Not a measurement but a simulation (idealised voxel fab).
Proc. module: voxel plated lines
Square cells of 5 nm make up the cross-section cut, whose width is 180 nm.
Cross-section spec: square-cell grid; bands listed top down; each band is one or more rows.
This entry defines a band. It first specifies the height of the band's top and the height of its bottom in nm, and then specifies the band's materials from left to right, stating each material with its width in nm. The word "edge to edge" identifies a single material that fills the band from edge to edge, while the word "air" identifies empty space.
The reference from which all heights are counted is 0, the level beneath which the as-received wafer is entirely one material; the lowest band, having no lower bound, proceeds downward and is written after the example "0 nm and below".
The width entry "30 to 40" should be interpreted row by row: the top row of cells in the band takes the first number, the bottom row takes the second number, and the change between adjacent rows is uniform throughout.
"nothing got changed", as given for a step, is the statement that not any cell of the cross-section underwent a change during that step.
"Closed empty spaces" specifies each empty space that is not open to the top and that occupies no fewer than 8 cells, using the form width x height at distance, the distance measured from the left edge and all three quantities in nm.
It should be noted that, on the line of a given step, the content following the step's settings is a remark produced by the simulator itself with respect to that step.
Each step line may optionally specify "overlay nm", which for a step with a mask gives the rightward distance between the mask's planned place and where it lay, a negative value indicating the leftward direction.

PROCESS STEPS FORESEEN IN THE PLAN
step 1: RECEIVE | material Si
step 2: CONFORMAL_DEP | material Al2O3 | thk nm 5
step 3: DIRECTIONAL_DEP | material TiN | thk nm 5
step 4: PATTERN | tone open | mask id LINES | material resist | width nm 15 | pitch nm 35 | thk nm 40 | overlay nm 0
step 5: EPI | material Ru | thk nm 10
step 6: EPI | material Ru | thk nm 5
step 7: EPI | material Ru | thk nm 5
step 8: STRIP | etch materials resist
step 9: DIRECTIONAL_ETCH | etch materials TiN | depth nm 5
step 10: CONFORMAL_DEP | material SiCN | thk nm 10

RECEIVED-STATE CROSS-SECTION, REFLECTING COMPLETION OF STEP 1
0 nm and below | Si edge to edge
Closed empty spaces: none

CROSS-SECTION AT MODULE END, ONE RUN ERROR; START AND PLAN UNCHANGED FROM ABOVE
40 nm to 30 nm | 50 air, then 70 SiCN, then 60 air
30 nm to 15 nm | 50 air, then 10 SiCN, then 15 Ru, then 20 SiCN, then 15 Ru, then 10 SiCN, then 60 air
15 nm to 10 nm | 60 SiCN, then 15 Ru, then 20 SiCN, then 15 Ru, then 70 SiCN
10 nm to 5 nm | 60 SiCN, then 15 TiN, then 20 SiCN, then 15 TiN, then 70 SiCN
5 nm to 0 nm | Al2O3 edge to edge
0 nm and below | Si edge to edge
Closed empty spaces: none
What broke from the plan during processing? step 4 did not use the planned setting and instead ran as PATTERN | tone open | mask id LINES | material resist | width nm 15 | pitch nm 35 | thk nm 40 | overlay nm -5
